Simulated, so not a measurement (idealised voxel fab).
Process module, titled voxel air gaps
The cross-section on display is named cut; it measures 260 nm wide, and its cells are 5 nm squares.
We lay out every cross-section as a grid of square cells and spell it out in bands from the top down, where one band means one or more rows of cells. For a band, the entry starts with two heights in nm, that of the top and then that of the bottom, and carries on with the band's materials in order from left to right, each alongside its width in nm; the word "throughout" beside a single material means it fills the band edge to edge, and "air" means empty space. Beneath 0, the wafer as received is one material, and that level is where height counting begins. The lowest band goes on downward without a bottom; it is written like "0 -> down". With a width like "30->40", each row of cells in the band differs from the next by the same amount, the top row carrying the first number and the bottom row the second. It should be understood that the words "remained the same", when stated for a given step, signify that the cross-section underwent no change in any of its cells during that step. Closed cavities: empty space of 8 cells or more with no open way to the top, each as width x height at its distance from the left edge, in nm. The remark found on a step's line after its settings is issued by the simulator itself and pertains to that step. The setting "overlay nm" may be written on the line of a step. When the step uses a mask, the value reports how far to the right of the planned place the mask lay, and a negative value reports that it lay to the left.

plan:
1,op RECEIVE | material Si
2,op CONFORMAL_DEP | material SiO2 | thk nm 10
3,op CONFORMAL_DEP | material SiCN | thk nm 5
4,op DIRECTIONAL_DEP | material lowk | thk nm 35
5,op DIRECTIONAL_DEP | material aC | thk nm 10
6,op PATTERN | tone open | mask id LINES | material resist | width nm 25 | pitch nm 55 | thk nm 30 | overlay nm 0
7,op DIRECTIONAL_ETCH | etch materials aC | depth nm 10
8,op STRIP | etch materials resist
9,op DIRECTIONAL_ETCH | etch materials lowk | depth nm 35
10,op STRIP | etch materials aC
11,op CONFORMAL_DEP | material TiN | thk nm 5
12,op FILL_DEP | material Ru | thk nm 10
13,op CMP | height nm 50
14,op EPI | material Ru | thk nm 10
15,op SELECTIVE_ETCH | etch materials lowk | depth nm 45
16,op CONFORMAL_DEP | material SiCN | thk nm 5

Incoming wafer, cross-sectional view, post step 1:
> 0 -> down: Si throughout
> Closed cavities: none

End-of-module cross-section. Starting structure and process plan as above; one mistake made in running it:
> 55 -> 50: air (20) / SiCN (220) / air (20)
> 50 -> 40: air (20) / SiCN (5) / Ru (45) / SiCN (10) / Ru (45) / SiCN (10) / Ru (45) / SiCN (10) / Ru (45) / SiCN (5) / air (20)
> 40 -> 35: air (20) / SiCN (15) / TiN (5) / Ru (15) / TiN (5) / SiCN (30) / TiN (5) / Ru (15) / TiN (5) / SiCN (30) / TiN (5) / Ru (15) / TiN (5) / SiCN (30) / TiN (5) / Ru (15) / TiN (5) / SiCN (15) / air (20)
> 35 -> 20: air (30) / SiCN (5) / TiN (5) / Ru (15) / TiN (5) / SiCN (5) / air (20) / SiCN (5) / TiN (5) / Ru (15) / TiN (5) / SiCN (5) / air (20) / SiCN (5) / TiN (5) / Ru (15) / TiN (5) / SiCN (5) / air (20) / SiCN (5) / TiN (5) / Ru (15) / TiN (5) / SiCN (5) / air (30)
> 20 -> 15: SiCN (35) / TiN (25) / SiCN (30) / TiN (25) / SiCN (30) / TiN (25) / SiCN (30) / TiN (25) / SiCN (35)
> 15 -> 10: SiCN throughout
> 10 -> 0: SiO2 throughout
> 0 -> down: Si throughout
> Closed cavities: 20 x 15 at 65; 20 x 15 at 120; 20 x 15 at 175
Against the plan, the run slipped here: off-plan run, step 13, actual operation and settings op CMP | height nm 40
